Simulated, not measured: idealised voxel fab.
The process module that follows is named voxel wiring stack.
Pictured: cross-section cut, 265 nm wide, on a grid of 5 nm square cells.
Throughout this document, each cross-section is represented as a grid of square cells and is presented as a sequence of bands enumerated from the top downward, where a band comprises one or more rows of cells. Look at the band entry: it leads with the top's height and the bottom's height in nm. Then it lists the materials left to right, with a width in nm for each. The word "everywhere" on a single material says that material fills the band edge to edge. The word "blank" is empty space. Heads up on the height convention: 0 is the point under which the incoming wafer is all one material, and the lowest band has no bottom, it just keeps going down, like "0..down". A width such as "30 to 40" changes by the same amount from each row of cells to the next, from the band's top row to its bottom row. Key: "same as before" - step with no changed cell in the cross-section. Each empty space that has no open way to the top and spans at least 8 cells appears under "Listed closed voids" as width x height at distance, the distance counted from the left edge, all in nm. What comes after the settings on a step's line is commentary from the simulator itself on that step. Steps that use a mask can have "overlay nm" on their line. It says how far the mask sat to the right of where it was meant to be. Negative means to the left.
**Process steps - plan**
1) RECEIVE with material Si
2) CONFORMAL_DEP with material SiO2, thk nm 10
3) DIRECTIONAL_DEP with material TiN, thk nm 5
4) DIRECTIONAL_DEP with material W, thk nm 25
5) PATTERN with tone cover, mask id METAL_1, material resist, width nm 30, pitch nm 55, thk nm 15, overlay nm 0
6) DIRECTIONAL_ETCH with etch materials W, depth nm 25
7) DIRECTIONAL_ETCH with etch materials TiN, depth nm 5
8) STRIP with etch materials resist
9) FILL_DEP with material SiO2, thk nm 10
10) CMP with height nm 40
11) CONFORMAL_DEP with material SiCN, thk nm 5
12) DIRECTIONAL_DEP with material SiO2, thk nm 30
13) PATTERN with tone open, mask id METAL_2_HOLES, material resist, width nm 15, pitch nm 55, thk nm 20, overlay nm 0
14) DIRECTIONAL_ETCH with etch materials SiO2, depth nm 30
15) STRIP with etch materials resist
16) DIRECTIONAL_DEP with material aC, thk nm 15
17) PATTERN with tone open, mask id METAL_2, material resist, width nm 30, pitch nm 55, thk nm 35, overlay nm 0
18) DIRECTIONAL_ETCH with etch materials aC, depth nm 15
19) STRIP with etch materials resist
20) DIRECTIONAL_ETCH with etch materials SiO2, depth nm 20
21) DIRECTIONAL_ETCH with etch materials SiCN, depth nm 5
22) STRIP with etch materials aC
23) CONFORMAL_DEP with material TiN, thk nm 5
24) FILL_DEP with material Ru, thk nm 5
25) CMP with height nm 75
26) CONFORMAL_DEP with material SiCN, thk nm 5
27) DIRECTIONAL_DEP with material lowk, thk nm 10
28) MASKED_ETCH with tone open, mask id PLUG_2, width nm 15, pitch nm 110, etch materials lowk, depth nm 10, overlay nm 0
29) MASKED_ETCH with tone open, mask id PLUG_2, width nm 15, pitch nm 110, etch materials SiCN, depth nm 5, overlay nm 0
30) CONFORMAL_DEP with material TiN, thk nm 5
31) FILL_DEP with material Cu, thk nm 10
32) CMP with height nm 90
33) DIRECTIONAL_DEP with material TiN, thk nm 5
34) DIRECTIONAL_DEP with material Ru, thk nm 25
35) MASKED_ETCH with tone cover, mask id METAL_3, width nm 30, pitch nm 55, etch materials Ru, depth nm 25, overlay nm 0
36) MASKED_ETCH with tone cover, mask id METAL_3, width nm 30, pitch nm 55, etch materials TiN, depth nm 5, overlay nm 0
37) CONFORMAL_DEP with material SiN, thk nm 5
38) FILL_DEP with material lowk, thk nm 5
39) CMP with height nm 120
40) CONFORMAL_DEP with material SiN, thk nm 5
**Delivered wafer in cross-section: state after step 1**
	0..down = Si everywhere
	Listed closed voids: none
**Here's the wafer cut in cross-section after the module, started and planned just like above, except one thing was done wrong in the run**
	125..120 = SiN everywhere
	120..95 = lowk 30 nm / SiN 5 nm / Ru 30 nm / SiN 5 nm / lowk 15 nm / SiN 5 nm / Ru 30 nm / SiN 5 nm / lowk 15 nm / SiN 5 nm / Ru 30 nm / SiN 5 nm / lowk 15 nm / SiN 5 nm / Ru 30 nm / SiN 5 nm / lowk 30 nm
	95..90 = SiN 35 nm / TiN 30 nm / SiN 25 nm / TiN 30 nm / SiN 25 nm / TiN 30 nm / SiN 25 nm / TiN 30 nm / SiN 35 nm
	90..80 = lowk 35 nm / TiN 5 nm / Cu 5 nm / TiN 5 nm / lowk 95 nm / TiN 5 nm / Cu 5 nm / TiN 5 nm / lowk 105 nm
	80..75 = SiCN 35 nm / TiN 15 nm / SiCN 95 nm / TiN 15 nm / SiCN 105 nm
	75..60 = SiO2 35 nm / TiN 5 nm / Ru 5 nm / TiN 5 nm / SiO2 40 nm / TiN 5 nm / Ru 5 nm / TiN 5 nm / SiO2 40 nm / TiN 5 nm / Ru 5 nm / TiN 5 nm / SiO2 40 nm / TiN 5 nm / Ru 5 nm / TiN 5 nm / SiO2 50 nm
	60..55 = SiO2 35 nm / TiN 15 nm / SiO2 40 nm / TiN 15 nm / SiO2 40 nm / TiN 15 nm / SiO2 40 nm / TiN 15 nm / SiO2 50 nm
	55..45 = SiO2 everywhere
	45..40 = SiCN everywhere
	40..15 = SiO2 35 nm / W 30 nm / SiO2 25 nm / W 30 nm / SiO2 25 nm / W 30 nm / SiO2 25 nm / W 30 nm / SiO2 35 nm
	15..10 = SiO2 35 nm / TiN 30 nm / SiO2 25 nm / TiN 30 nm / SiO2 25 nm / TiN 30 nm / SiO2 25 nm / TiN 30 nm / SiO2 35 nm
	10..0 = SiO2 everywhere
	0..down = Si everywhere
	Listed closed voids: none
It is concluded that the wafer was processed incorrectly with respect to the plan, in that the plan's step 12 ran twice
